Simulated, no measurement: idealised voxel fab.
Process module name: voxel local oxidation
Section shown: cut. Width: 170 nm. Cell size: 5 nm, square.
This document writes a cross-section as a grid whose cells are square, and gives it as bands, listed from the top down; one or more rows of cells form a band. Per band: top height and bottom height in nm, followed by the left-to-right materials and their widths in nm; "all across" marks a single material spanning edge to edge, "empty" marks empty space. Height reference: 0 = level under which incoming wafer is all one material. Lowest band: no bottom, runs on downward, e.g. "z 0 and below". With a width like "30..40", each row of cells in the band differs from the next by the same amount, the top row carrying the first number and the bottom row the second. "stayed the same" for a step: no cell of the cross-section changed in that step. The entry "Closed void register" lists the empty spaces that cover at least 8 cells and have no open path to the top. Each is written as width x height at distance, where the distance is measured from the left edge and all three values are in nm. Step line, after settings: the simulator's comment on this step. Each step line may optionally specify "overlay nm", which for a step with a mask gives the rightward distance between the mask's planned place and where it lay, a negative value indicating the leftward direction.
THE FOLLOWING LIST GIVES THE PLANNED PROCESS STEPS
step 1: RECEIVE: material Si
step 2: CONFORMAL_DEP: material SiO2, thk nm 5
step 3: CONFORMAL_DEP: material SiN, thk nm 15
step 4: DIRECTIONAL_DEP: material aC, thk nm 15
step 5: PATTERN: tone cover, mask id ACTIVE, material resist, width nm 100, thk nm 30, overlay nm 0
step 6: DIRECTIONAL_ETCH: etch materials aC, depth nm 15
step 7: STRIP: etch materials resist
step 8: DIRECTIONAL_ETCH: etch materials SiN, depth nm 15
step 9: STRIP: etch materials aC
step 10: SELECTIVE_ETCH: etch materials SiO2, depth nm 5
step 11: OXIDIZE: depth nm 10
step 12: STRIP: etch materials SiN
THE CROSS-SECTION HERE SHOWS THE WAFER AS RECEIVED, I.E. IN ITS STATE AFTER STEP 1
- z 0 and below: Si all across
- Closed void register: none
SECTIONED VIEW, FIRST OF TWO WAFERS, AT THE CLOSE OF THE MODULE, PROCESSED AS INTENDED IN THE PLAN
- z 5 to 0: empty 40 | SiO2 90 | empty 40
- z 0 to -10: SiO2 50 | Si 70 | SiO2 50
- z -10 and below: Si all across
- Closed void register: none
CROSS-SECTIONAL VIEW: SECOND OF TWO WAFERS, END OF MODULE; START AND PLAN IDENTICAL TO THE FIRST, ONE MISTAKE IN RUNNING
- z 5 to 0: empty 45 | SiO2 85 | empty 40
- z 0 to -10: SiO2 55 | Si 65 | SiO2 50
- z -10 and below: Si all across
- Closed void register: none
Error vs. plan: step 5 ran differently from the plan; actual operation with settings: PATTERN: tone cover, mask id ACTIVE, material resist, width nm 95, thk nm 30, overlay nm 0
Final difference in cells, second wafer against first, listed per material as more or fewer: Si: 2 fewer; SiO2: 1 more
